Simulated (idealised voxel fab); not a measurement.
process module | voxel gate over fins
cross-section cut | 230 nm wide | cells 5 nm
A cross-section is a grid of square cells, given in bands from the top down. A band is one or more rows of cells.
Each band's line starts with the height of the band's top and of its bottom, in nm. Then come its materials from left to right, each with its width in nm. One material with "throughout" fills the band from edge to edge. "air" is empty space.
Height 0 is the level under which the wafer as received is all one material. The lowest band goes on downwards, as in "0 down".
A width such as "30 to 40" changes by the same amount from each row of cells to the next, from the band's top row to its bottom row.
"no change" after a step means that no cell of the cross-section changed.
closed voids: empty space of 8 cells or more with no open way to the top, each as width x height at its distance from the left edge, in nm
after a step's settings: what the simulator itself notes on the step
overlay nm, on a step with a mask: how far to the right of its planned place the mask lay; to the left if negative
plan
1 op RECEIVE | material Si
2 op CONFORMAL_DEP | material SiN | thk nm 10
3 op MASKED_ETCH | tone cover | mask id FINS | width nm 15 | pitch nm 40 | etch materials SiN | depth nm 10 | overlay nm 0
4 op MASKED_ETCH | tone cover | mask id FINS | width nm 15 | pitch nm 40 | etch materials Si | depth nm 30 | overlay nm 0
5 op OXIDIZE | depth nm 5
6 op FILL_DEP | material SiO2 | thk nm 5
7 op CMP | height nm 10
8 op SELECTIVE_ETCH | etch materials SiO2 | depth nm 25
9 op STRIP | etch materials SiN
10 op CONFORMAL_DEP | material HfO2 | thk nm 5
11 op CONFORMAL_DEP | material TiN | thk nm 5
12 op FILL_DEP | material W | thk nm 10
13 op CMP | height nm 15
14 op CONFORMAL_DEP | material SiCN | thk nm 10
first wafer, as planned
as received, after step 1
  0 down: Si throughout
  closed voids: none
after step 2
  10 to 0: SiN throughout
  below 0: unchanged
after step 3
  10 to 0: air 85 | SiN 15 | air 25 | SiN 15 | air 90
  below 0: unchanged
after step 4
  10 to 0: air 85 | SiN 15 | air 25 | SiN 15 | air 90
  0 to -30: air 85 | Si 15 | air 25 | Si 15 | air 90
  below -30: unchanged
after step 5
  10 to 0: air 85 | SiN 15 | air 25 | SiN 15 | air 90
  0 to -30: air 85 | SiO2 5 | Si 5 | SiO2 5 | air 25 | SiO2 5 | Si 5 | SiO2 5 | air 90
  -30 to -35: SiO2 90 | Si 5 | SiO2 35 | Si 5 | SiO2 95
  below -35: unchanged
after step 6
  15 to 10: SiO2 throughout
  10 to 0: SiO2 85 | SiN 15 | SiO2 25 | SiN 15 | SiO2 90
  0 to -35: SiO2 90 | Si 5 | SiO2 35 | Si 5 | SiO2 95
  below -35: unchanged
after step 7
  10 to 0: SiO2 85 | SiN 15 | SiO2 25 | SiN 15 | SiO2 90
  below 0: unchanged
after step 8
  10 to 0: air 85 | SiN 15 | air 25 | SiN 15 | air 90
  0 to -15: air 90 | Si 5 | air 35 | Si 5 | air 95
  below -15: unchanged
after step 9
  0 to -15: air 90 | Si 5 | air 35 | Si 5 | air 95
  below -15: unchanged
after step 10
  5 to 0: air 85 | HfO2 15 | air 25 | HfO2 15 | air 90
  0 to -10: air 85 | HfO2 5 | Si 5 | HfO2 5 | air 25 | HfO2 5 | Si 5 | HfO2 5 | air 90
  -10 to -15: HfO2 90 | Si 5 | HfO2 35 | Si 5 | HfO2 95
  below -15: unchanged
after step 11
  10 to 5: air 80 | TiN 25 | air 15 | TiN 25 | air 85
  5 to 0: air 80 | TiN 5 | HfO2 15 | TiN 5 | air 15 | TiN 5 | HfO2 15 | TiN 5 | air 85
  0 to -5: air 80 | TiN 5 | HfO2 5 | Si 5 | HfO2 5 | TiN 5 | air 15 | TiN 5 | HfO2 5 | Si 5 | HfO2 5 | TiN 5 | air 85
  -5 to -10: TiN 85 | HfO2 5 | Si 5 | HfO2 5 | TiN 25 | HfO2 5 | Si 5 | HfO2 5 | TiN 90
  below -10: unchanged
after step 12
  20 to 10: W throughout
  10 to 5: W 80 | TiN 25 | W 15 | TiN 25 | W 85
  5 to 0: W 80 | TiN 5 | HfO2 15 | TiN 5 | W 15 | TiN 5 | HfO2 15 | TiN 5 | W 85
  0 to -5: W 80 | TiN 5 | HfO2 5 | Si 5 | HfO2 5 | TiN 5 | W 15 | TiN 5 | HfO2 5 | Si 5 | HfO2 5 | TiN 5 | W 85
  below -5: unchanged
after step 13
  15 to 10: W throughout
  below 10: unchanged
after step 14
  25 to 15: SiCN throughout
  below 15: unchanged
second wafer: like start, like plan, one mistake. Through step 7 it matches the first wafer
when step 8 should have ended
  10 to 0: air 85 | SiN 15 | air 25 | SiN 15 | air 90
  0 to -35: air 90 | Si 5 | air 35 | Si 5 | air 95
  below -35: unchanged
when step 9 should have ended
  0 to -35: air 90 | Si 5 | air 35 | Si 5 | air 95
  below -35: unchanged
when step 10 should have ended
  5 to 0: air 85 | HfO2 15 | air 25 | HfO2 15 | air 90
  0 to -30: air 85 | HfO2 5 | Si 5 | HfO2 5 | air 25 | HfO2 5 | Si 5 | HfO2 5 | air 90
  -30 to -35: HfO2 90 | Si 5 | HfO2 35 | Si 5 | HfO2 95
  below -35: unchanged
when step 11 should have ended
  10 to 5: air 80 | TiN 25 | air 15 | TiN 25 | air 85
  5 to 0: air 80 | TiN 5 | HfO2 15 | TiN 5 | air 15 | TiN 5 | HfO2 15 | TiN 5 | air 85
  0 to -25: air 80 | TiN 5 | HfO2 5 | Si 5 | HfO2 5 | TiN 5 | air 15 | TiN 5 | HfO2 5 | Si 5 | HfO2 5 | TiN 5 | air 85
  -25 to -30: TiN 85 | HfO2 5 | Si 5 | HfO2 5 | TiN 25 | HfO2 5 | Si 5 | HfO2 5 | TiN 90
  below -30: unchanged
when step 12 should have ended
  20 to 10: W throughout
  10 to 5: W 80 | TiN 25 | W 15 | TiN 25 | W 85
  5 to 0: W 80 | TiN 5 | HfO2 15 | TiN 5 | W 15 | TiN 5 | HfO2 15 | TiN 5 | W 85
  0 to -25: W 80 | TiN 5 | HfO2 5 | Si 5 | HfO2 5 | TiN 5 | W 15 | TiN 5 | HfO2 5 | Si 5 | HfO2 5 | TiN 5 | W 85
  below -25: unchanged
when step 13 should have ended
  15 to 10: W throughout
  below 10: unchanged
when step 14 should have ended
  25 to 15: SiCN throughout
  below 15: unchanged
what went wrong: step 8 was run twice
at the end the second wafer has, in cells: 16 more of HfO2 | 176 fewer of SiO2 | 16 more of TiN | 144 more of W
